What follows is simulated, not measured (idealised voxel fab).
process module | voxel spacer lines
cross-section cut | 240 nm wide | cells 5 nm
A cross-section is a grid of square cells, given in bands from the top down. A band is one or more rows of cells.
Each band's line starts with the height of the band's top and of its bottom, in nm. Then come its materials from left to right, each with its width in nm. One material with "throughout" fills the band from edge to edge. "air" is empty space.
Height 0 is the level under which the wafer as received is all one material. The lowest band goes on downwards, as in "0 down".
A width such as "30 to 40" changes by the same amount from each row of cells to the next, from the band's top row to its bottom row.
"no change" after a step means that no cell of the cross-section changed.
closed voids: empty space of 8 cells or more with no open way to the top, each as width x height at its distance from the left edge, in nm
after a step's settings: what the simulator itself notes on the step
overlay nm, on a step with a mask: how far to the right of its planned place the mask lay; to the left if negative
plan
1 op RECEIVE | material Si
2 op CONFORMAL_DEP | material Al2O3 | thk nm 5
3 op DIRECTIONAL_DEP | material SiN | thk nm 15
4 op DIRECTIONAL_DEP | material aC | thk nm 30
5 op PATTERN | tone cover | mask id MANDREL | material resist | width nm 15 | pitch nm 60 | thk nm 40 | overlay nm 0
6 op DIRECTIONAL_ETCH | etch materials aC | depth nm 30
7 op STRIP | etch materials resist
8 op CONFORMAL_DEP | material SiO2 | thk nm 15
9 op DIRECTIONAL_ETCH | etch materials SiO2 | depth nm 15
10 op STRIP | etch materials aC
11 op DIRECTIONAL_ETCH | etch materials SiN | depth nm 15
12 op STRIP | etch materials SiO2
as received, after step 1
  0 down: Si throughout
  closed voids: none
first wafer at the end, as planned
  20 to 5: air 35 | SiN 15 | air 15 | SiN 15 | air 15 | SiN 15 | air 15 | SiN 15 | air 15 | SiN 15 | air 15 | SiN 15 | air 40
  5 to 0: Al2O3 throughout
  0 down: Si throughout
  closed voids: none
second wafer at the end: like start, like plan, one mistake
  50 to 20: air 35 | SiN 15 | aC 15 | SiN 15 | air 15 | SiN 15 | aC 15 | SiN 15 | air 15 | SiN 15 | aC 15 | SiN 15 | air 40
  20 to 5: SiN throughout
  5 to 0: Al2O3 throughout
  0 down: Si throughout
  closed voids: none
what went wrong: step 8 ran as: op CONFORMAL_DEP | material SiN | thk nm 15
at the end the second wafer has, in cells: 198 more of SiN | 54 more of aC
